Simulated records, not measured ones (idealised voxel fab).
The following process module bears the name voxel tone inversion.
Cross-sectional view cut (width: 270 nm; square cell size: 5 nm).
A cross-section in this document is a grid of square cells, and it is written down as bands, the top band listed before the ones below it; a band is made up of one or more rows of cells.
The band entry comprises the height of the band's top followed by the height of its bottom, expressed in nm, and subsequently the band's materials from left to right, each stated together with its width in nm. Where a single material is marked with the word "full width", that material fills the band from edge to edge. The word "empty" represents empty space.
Zero point of the height axis is 0; under it, received wafer = one material. Lowest band: continues down indefinitely, "0 -> down".
The expression "30->40" gives the width at the extremes of the band, the first number at its top row of cells and the second at its bottom row, with the width changing by equal amounts from each row to the next in between.
A step reported as "no change occurred" is a step in which no cell of the cross-section changed.
Listed in "Sealed-off cavities": every empty space of 8 or more cells without an open way to the top. Form: width x height at distance, the distance being from the left edge, all in nm.
Read whatever lies past the settings on a step's line as the simulator's own remark about the step.
overlay nm: mask offset rightward from planned place, masked step; negative means leftward offset.
The remainder of this document consists of a sequence of paired cross-sections. Each pair presents the cross-section prior to one process step together with the cross-section following it, the latter being rendered only as deep as the lowest band that underwent change. The intervening step, together with its settings, is stated beneath each pair. Because the pairs may originate from different runs of this module on the same starting wafer, a given pair is to be read as continuing from the preceding pair only where its entry headed "State before" so indicates.

STATE BEFORE
    0 -> down | Si full width
    Sealed-off cavities: none

CROSS-SECTION THEREAFTER
    5 -> 0 | SiCN full width
    Whatever lies below 0 is exactly as it was before.
    Sealed-off cavities: none
Which step turns the before cross-section above into the after cross-section? CONFORMAL_DEP [material SiCN] [thk nm 5]

State before: nothing new to draw here, it's the after view of the pair just above.

CROSS-SECTION THEREAFTER
    20 -> 5 | aC full width
    Whatever lies below 5 is exactly as it was before.
    Sealed-off cavities: none
Which step turns the before cross-section above into the after cross-section? DIRECTIONAL_DEP [material aC] [thk nm 15]

State before: nothing new to draw here, it's the after view of the pair just above.

CROSS-SECTION THEREAFTER
    40 -> 20 | 65 empty | 25 resist | 30 empty | 25 resist | 30 empty | 25 resist | 70 empty
    Whatever lies below 20 is exactly as it was before.
    Sealed-off cavities: none
Which step turns the before cross-section above into the after cross-section? PATTERN [tone cover] [mask id POSTS] [material resist] [width nm 25] [pitch nm 55] [thk nm 20] [overlay nm 0]

State before: nothing new to draw here, it's the after view of the pair just above.

CROSS-SECTION THEREAFTER
    25 -> 20 | 65 empty | 25 resist | 30 empty | 25 resist | 30 empty | 25 resist | 70 empty
    20 -> 5 | 65 empty | 25 aC | 30 empty | 25 aC | 30 empty | 25 aC | 70 empty
    Whatever lies below 5 is exactly as it was before.
    Sealed-off cavities: none
Which step turns the before cross-section above into the after cross-section? DIRECTIONAL_ETCH [etch materials aC] [depth nm 15]

State before: nothing new to draw here, it's the after view of the pair just above.

CROSS-SECTION THEREAFTER
    20 -> 5 | 65 empty | 25 aC | 30 empty | 25 aC | 30 empty | 25 aC | 70 empty
    Whatever lies below 5 is exactly as it was before.
    Sealed-off cavities: none
Which step turns the before cross-section above into the after cross-section? STRIP [etch materials resist]

State before: nothing new to draw here, it's the after view of the pair just above.

CROSS-SECTION THEREAFTER
    25 -> 20 | lowk full width
    20 -> 5 | 65 lowk | 25 aC | 30 lowk | 25 aC | 30 lowk | 25 aC | 70 lowk
    Whatever lies below 5 is exactly as it was before.
    Sealed-off cavities: none
Which step turns the before cross-section above into the after cross-section? FILL_DEP [material lowk] [thk nm 5]

State before: nothing new to draw here, it's the after view of the pair just above.

CROSS-SECTION THEREAFTER
    20 -> 5 | 65 lowk | 25 aC | 30 lowk | 25 aC | 30 lowk | 25 aC | 70 lowk
    Whatever lies below 5 is exactly as it was before.
    Sealed-off cavities: none
Which step turns the before cross-section above into the after cross-section? CMP [height nm 20]

State before: nothing new to draw here, it's the after view of the pair just above.

CROSS-SECTION THEREAFTER
    20 -> 5 | 65 lowk | 25 empty | 30 lowk | 25 empty | 30 lowk | 25 empty | 70 lowk
    Whatever lies below 5 is exactly as it was before.
    Sealed-off cavities: none
Which step turns the before cross-section above into the after cross-section? STRIP [etch materials aC]

STATE BEFORE
    0 -> down | Si full width
    Sealed-off cavities: none

CROSS-SECTION THEREAFTER
    15 -> 0 | aC full width
    Whatever lies below 0 is exactly as it was before.
    Sealed-off cavities: none
Which step turns the before cross-section above into the after cross-section? DIRECTIONAL_DEP [material aC] [thk nm 15]

State before: nothing new to draw here, it's the after view of the pair just above.

CROSS-SECTION THEREAFTER
    35 -> 15 | 65 empty | 25 resist | 30 empty | 25 resist | 30 empty | 25 resist | 70 empty
    Whatever lies below 15 is exactly as it was before.
    Sealed-off cavities: none
Which step turns the before cross-section above into the after cross-section? PATTERN [tone cover] [mask id POSTS] [material resist] [width nm 25] [pitch nm 55] [thk nm 20] [overlay nm 0]

State before: nothing new to draw here, it's the after view of the pair just above.

CROSS-SECTION THEREAFTER
    20 -> 15 | 65 empty | 25 resist | 30 empty | 25 resist | 30 empty | 25 resist | 70 empty
    15 -> 0 | 65 empty | 25 aC | 30 empty | 25 aC | 30 empty | 25 aC | 70 empty
    Whatever lies below 0 is exactly as it was before.
    Sealed-off cavities: none
Which step turns the before cross-section above into the after cross-section? DIRECTIONAL_ETCH [etch materials aC] [depth nm 15]

State before: nothing new to draw here, it's the after view of the pair just above.

CROSS-SECTION THEREAFTER
    15 -> 0 | 65 empty | 25 aC | 30 empty | 25 aC | 30 empty | 25 aC | 70 empty
    Whatever lies below 0 is exactly as it was before.
    Sealed-off cavities: none
Which step turns the before cross-section above into the after cross-section? STRIP [etch materials resist]

State before: nothing new to draw here, it's the after view of the pair just above.

CROSS-SECTION THEREAFTER
    20 -> 15 | lowk full width
    15 -> 0 | 65 lowk | 25 aC | 30 lowk | 25 aC | 30 lowk | 25 aC | 70 lowk
    Whatever lies below 0 is exactly as it was before.
    Sealed-off cavities: none
Which step turns the before cross-section above into the after cross-section? FILL_DEP [material lowk] [thk nm 5]

STATE BEFORE
    15 -> 0 | aC full width
    0 -> down | Si full width
    Sealed-off cavities: none

CROSS-SECTION THEREAFTER
    20 -> 15 | SiCN full width
    Whatever lies below 15 is exactly as it was before.
    Sealed-off cavities: none
Which step turns the before cross-section above into the after cross-section? CONFORMAL_DEP [material SiCN] [thk nm 5]

State before: nothing new to draw here, it's the after view of the pair just above.

CROSS-SECTION THEREAFTER
    40 -> 20 | 65 empty | 25 resist | 30 empty | 25 resist | 30 empty | 25 resist | 70 empty
    Whatever lies below 20 is exactly as it was before.
    Sealed-off cavities: none
Which step turns the before cross-section above into the after cross-section? PATTERN [tone cover] [mask id POSTS] [material resist] [width nm 25] [pitch nm 55] [thk nm 20] [overlay nm 0]

State before: nothing new to draw here, it's the after view of the pair just above.

CROSS-SECTION THEREAFTER
    25 -> 20 | 65 empty | 25 resist | 30 empty | 25 resist | 30 empty | 25 resist | 70 empty
    Whatever lies below 20 is exactly as it was before.
    Sealed-off cavities: none
Which step turns the before cross-section above into the after cross-section? DIRECTIONAL_ETCH [etch materials aC] [depth nm 15]

State before: nothing new to draw here, it's the after view of the pair just above.

CROSS-SECTION THEREAFTER
    20 -> 15 | SiCN full width
    Whatever lies below 15 is exactly as it was before.
    Sealed-off cavities: none
Which step turns the before cross-section above into the after cross-section? STRIP [etch materials resist]

State before: nothing new to draw here, it's the after view of the pair just above.

CROSS-SECTION THEREAFTER
    25 -> 20 | lowk full width
    Whatever lies below 20 is exactly as it was before.
    Sealed-off cavities: none
Which step turns the before cross-section above into the after cross-section? FILL_DEP [material lowk] [thk nm 5]

State before: nothing new to draw here, it's the after view of the pair just above.

CROSS-SECTION THEREAFTER
    20 -> 15 | SiCN full width
    Whatever lies below 15 is exactly as it was before.
    Sealed-off cavities: none
Which step turns the before cross-section above into the after cross-section? CMP [height nm 20]

STATE BEFORE
    0 -> down | Si full width
    Sealed-off cavities: none

CROSS-SECTION THEREAFTER
    15 -> 0 | SiCN full width
    Whatever lies below 0 is exactly as it was before.
    Sealed-off cavities: none
Which step turns the before cross-section above into the after cross-section? CONFORMAL_DEP [material SiCN] [thk nm 15]

State before: nothing new to draw here, it's the after view of the pair just above.

CROSS-SECTION THEREAFTER
    30 -> 15 | aC full width
    Whatever lies below 15 is exactly as it was before.
    Sealed-off cavities: none
Which step turns the before cross-section above into the after cross-section? DIRECTIONAL_DEP [material aC] [thk nm 15]

State before: nothing new to draw here, it's the after view of the pair just above.

CROSS-SECTION THEREAFTER
    50 -> 30 | 65 empty | 25 resist | 30 empty | 25 resist | 30 empty | 25 resist | 70 empty
    Whatever lies below 30 is exactly as it was before.
    Sealed-off cavities: none
Which step turns the before cross-section above into the after cross-section? PATTERN [tone cover] [mask id POSTS] [material resist] [width nm 25] [pitch nm 55] [thk nm 20] [overlay nm 0]

State before: nothing new to draw here, it's the after view of the pair just above.

CROSS-SECTION THEREAFTER
    35 -> 30 | 65 empty | 25 resist | 30 empty | 25 resist | 30 empty | 25 resist | 70 empty
    30 -> 15 | 65 empty | 25 aC | 30 empty | 25 aC | 30 empty | 25 aC | 70 empty
    Whatever lies below 15 is exactly as it was before.
    Sealed-off cavities: none
Which step turns the before cross-section above into the after cross-section? DIRECTIONAL_ETCH [etch materials aC] [depth nm 15]

State before: nothing new to draw here, it's the after view of the pair just above.

CROSS-SECTION THEREAFTER
    30 -> 15 | 65 empty | 25 aC | 30 empty | 25 aC | 30 empty | 25 aC | 70 empty
    Whatever lies below 15 is exactly as it was before.
    Sealed-off cavities: none
Which step turns the before cross-section above into the after cross-section? STRIP [etch materials resist]

State before: nothing new to draw here, it's the after view of the pair just above.

CROSS-SECTION THEREAFTER
    35 -> 30 | lowk full width
    30 -> 15 | 65 lowk | 25 aC | 30 lowk | 25 aC | 30 lowk | 25 aC | 70 lowk
    Whatever lies below 15 is exactly as it was before.
    Sealed-off cavities: none
Which step turns the before cross-section above into the after cross-section? FILL_DEP [material lowk] [thk nm 5]

State before: nothing new to draw here, it's the after view of the pair just above.

CROSS-SECTION THEREAFTER
    20 -> 15 | 65 lowk | 25 aC | 30 lowk | 25 aC | 30 lowk | 25 aC | 70 lowk
    Whatever lies below 15 is exactly as it was before.
    Sealed-off cavities: none
Which step turns the before cross-section above into the after cross-section? CMP [height nm 20]

State before: nothing new to draw here, it's the after view of the pair just above.

CROSS-SECTION THEREAFTER
    20 -> 15 | 65 lowk | 25 empty | 30 lowk | 25 empty | 30 lowk | 25 empty | 70 lowk
    Whatever lies below 15 is exactly as it was before.
    Sealed-off cavities: none
Which step turns the before cross-section above into the after cross-section? STRIP [etch materials aC]

STATE BEFORE
    20 -> 5 | aC full width
    5 -> 0 | SiCN full width
    0 -> down | Si full width
    Sealed-off cavities: none

CROSS-SECTION THEREAFTER
    40 -> 20 | 60 empty | 35 resist | 20 empty | 35 resist | 20 empty | 35 resist | 65 empty
    Whatever lies below 20 is exactly as it was before.
    Sealed-off cavities: none
Which step turns the before cross-section above into the after cross-section? PATTERN [tone cover] [mask id POSTS] [material resist] [width nm 35] [pitch nm 55] [thk nm 20] [overlay nm 0]

State before: nothing new to draw here, it's the after view of the pair just above.

CROSS-SECTION THEREAFTER
    25 -> 20 | 60 empty | 35 resist | 20 empty | 35 resist | 20 empty | 35 resist | 65 empty
    20 -> 5 | 60 empty | 35 aC | 20 empty | 35 aC | 20 empty | 35 aC | 65 empty
    Whatever lies below 5 is exactly as it was before.
    Sealed-off cavities: none
Which step turns the before cross-section above into the after cross-section? DIRECTIONAL_ETCH [etch materials aC] [depth nm 15]

State before: nothing new to draw here, it's the after view of the pair just above.

CROSS-SECTION THEREAFTER
    20 -> 5 | 60 empty | 35 aC | 20 empty | 35 aC | 20 empty | 35 aC | 65 empty
    Whatever lies below 5 is exactly as it was before.
    Sealed-off cavities: none
Which step turns the before cross-section above into the after cross-section? STRIP [etch materials resist]

State before: nothing new to draw here, it's the after view of the pair just above.

CROSS-SECTION THEREAFTER
    25 -> 20 | lowk full width
    20 -> 5 | 60 lowk | 35 aC | 20 lowk | 35 aC | 20 lowk | 35 aC | 65 lowk
    Whatever lies below 5 is exactly as it was before.
    Sealed-off cavities: none
Which step turns the before cross-section above into the after cross-section? FILL_DEP [material lowk] [thk nm 5]

State before: nothing new to draw here, it's the after view of the pair just above.

CROSS-SECTION THEREAFTER
    20 -> 5 | 60 lowk | 35 aC | 20 lowk | 35 aC | 20 lowk | 35 aC | 65 lowk
    Whatever lies below 5 is exactly as it was before.
    Sealed-off cavities: none
Which step turns the before cross-section above into the after cross-section? CMP [height nm 20]

State before: nothing new to draw here, it's the after view of the pair just above.

CROSS-SECTION THEREAFTER
    20 -> 5 | 60 lowk | 35 empty | 20 lowk | 35 empty | 20 lowk | 35 empty | 65 lowk
    Whatever lies below 5 is exactly as it was before.
    Sealed-off cavities: none
Which step turns the before cross-section above into the after cross-section? STRIP [etch materials aC]

STATE BEFORE
    20 -> 5 | aC full width
    5 -> 0 | SiCN full width
    0 -> down | Si full width
    Sealed-off cavities: none

CROSS-SECTION THEREAFTER
    40 -> 20 | 60 empty | 25 resist | 30 empty | 25 resist | 30 empty | 25 resist | 75 empty
    Whatever lies below 20 is exactly as it was before.
    Sealed-off cavities: none
Which step turns the before cross-section above into the after cross-section? PATTERN [tone cover] [mask id POSTS] [material resist] [width nm 25] [pitch nm 55] [thk nm 20] [overlay nm -5]

State before: nothing new to draw here, it's the after view of the pair just above.

CROSS-SECTION THEREAFTER
    25 -> 20 | 60 empty | 25 resist | 30 empty | 25 resist | 30 empty | 25 resist | 75 empty
    20 -> 5 | 60 empty | 25 aC | 30 empty | 25 aC | 30 empty | 25 aC | 75 empty
    Whatever lies below 5 is exactly as it was before.
    Sealed-off cavities: none
Which step turns the before cross-section above into the after cross-section? DIRECTIONAL_ETCH [etch materials aC] [depth nm 15]

State before: nothing new to draw here, it's the after view of the pair just above.

CROSS-SECTION THEREAFTER
    20 -> 5 | 60 empty | 25 aC | 30 empty | 25 aC | 30 empty | 25 aC | 75 empty
    Whatever lies below 5 is exactly as it was before.
    Sealed-off cavities: none
Which step turns the before cross-section above into the after cross-section? STRIP [etch materials resist]

State before: nothing new to draw here, it's the after view of the pair just above.

CROSS-SECTION THEREAFTER
    25 -> 20 | lowk full width
    20 -> 5 | 60 lowk | 25 aC | 30 lowk | 25 aC | 30 lowk | 25 aC | 75 lowk
    Whatever lies below 5 is exactly as it was before.
    Sealed-off cavities: none
Which step turns the before cross-section above into the after cross-section? FILL_DEP [material lowk] [thk nm 5]

State before: nothing new to draw here, it's the after view of the pair just above.

CROSS-SECTION THEREAFTER
    20 -> 5 | 60 lowk | 25 aC | 30 lowk | 25 aC | 30 lowk | 25 aC | 75 lowk
    Whatever lies below 5 is exactly as it was before.
    Sealed-off cavities: none
Which step turns the before cross-section above into the after cross-section? CMP [height nm 20]

State before: nothing new to draw here, it's the after view of the pair just above.

CROSS-SECTION THEREAFTER
    20 -> 5 | 60 lowk | 25 empty | 30 lowk | 25 empty | 30 lowk | 25 empty | 75 lowk
    Whatever lies below 5 is exactly as it was before.
    Sealed-off cavities: none
Which step turns the before cross-section above into the after cross-section? STRIP [etch materials aC]

STATE BEFORE
    20 -> 5 | 65 empty | 25 aC | 30 empty | 25 aC | 30 empty | 25 aC | 70 empty
    5 -> 0 | SiCN full width
    0 -> down | Si full width
    Sealed-off cavities: none

CROSS-SECTION THEREAFTER
    25 -> 20 | SiCN full width
    20 -> 5 | 65 SiCN | 25 aC | 30 SiCN | 25 aC | 30 SiCN | 25 aC | 70 SiCN
    Whatever lies below 5 is exactly as it was before.
    Sealed-off cavities: none
Which step turns the before cross-section above into the after cross-section? FILL_DEP [material SiCN] [thk nm 5]

State before: nothing new to draw here, it's the after view of the pair just above.

CROSS-SECTION THEREAFTER
    20 -> 5 | 65 SiCN | 25 aC | 30 SiCN | 25 aC | 30 SiCN | 25 aC | 70 SiCN
    Whatever lies below 5 is exactly as it was before.
    Sealed-off cavities: none
Which step turns the before cross-section above into the after cross-section? CMP [height nm 20]

State before: nothing new to draw here, it's the after view of the pair just above.

CROSS-SECTION THEREAFTER
    20 -> 5 | 65 SiCN | 25 empty | 30 SiCN | 25 empty | 30 SiCN | 25 empty | 70 SiCN
    Whatever lies below 5 is exactly as it was before.
    Sealed-off cavities: none
Which step turns the before cross-section above into the after cross-section? STRIP [etch materials aC]

STATE BEFORE
    20 -> 5 | aC full width
    5 -> 0 | SiCN full width
    0 -> down | Si full width
    Sealed-off cavities: none

CROSS-SECTION THEREAFTER
    40 -> 20 | 65 resist | 25 empty | 30 resist | 25 empty | 30 resist | 25 empty | 70 resist
    Whatever lies below 20 is exactly as it was before.
    Sealed-off cavities: none
Which step turns the before cross-section above into the after cross-section? PATTERN [tone open] [mask id POSTS] [material resist] [width nm 25] [pitch nm 55] [thk nm 20] [overlay nm 0]

State before: nothing new to draw here, it's the after view of the pair just above.

CROSS-SECTION THEREAFTER
    25 -> 20 | 65 resist | 25 empty | 30 resist | 25 empty | 30 resist | 25 empty | 70 resist
    20 -> 5 | 65 aC | 25 empty | 30 aC | 25 empty | 30 aC | 25 empty | 70 aC
    Whatever lies below 5 is exactly as it was before.
    Sealed-off cavities: none
Which step turns the before cross-section above into the after cross-section? DIRECTIONAL_ETCH [etch materials aC] [depth nm 15]

State before: nothing new to draw here, it's the after view of the pair just above.

CROSS-SECTION THEREAFTER
    20 -> 5 | 65 aC | 25 empty | 30 aC | 25 empty | 30 aC | 25 empty | 70 aC
    Whatever lies below 5 is exactly as it was before.
    Sealed-off cavities: none
Which step turns the before cross-section above into the after cross-section? STRIP [etch materials resist]

State before: nothing new to draw here, it's the after view of the pair just above.

CROSS-SECTION THEREAFTER
    25 -> 20 | lowk full width
    20 -> 5 | 65 aC | 25 lowk | 30 aC | 25 lowk | 30 aC | 25 lowk | 70 aC
    Whatever lies below 5 is exactly as it was before.
    Sealed-off cavities: none
Which step turns the before cross-section above into the after cross-section? FILL_DEP [material lowk] [thk nm 5]

State before: nothing new to draw here, it's the after view of the pair just above.

CROSS-SECTION THEREAFTER
    20 -> 5 | 65 aC | 25 lowk | 30 aC | 25 lowk | 30 aC | 25 lowk | 70 aC
    Whatever lies below 5 is exactly as it was before.
    Sealed-off cavities: none
Which step turns the before cross-section above into the after cross-section? CMP [height nm 20]

State before: nothing new to draw here, it's the after view of the pair just above.

CROSS-SECTION THEREAFTER
    20 -> 5 | 65 empty | 25 lowk | 30 empty | 25 lowk | 30 empty | 25 lowk | 70 empty
    Whatever lies below 5 is exactly as it was before.
    Sealed-off cavities: none
Which step turns the before cross-section above into the after cross-section? STRIP [etch materials aC]
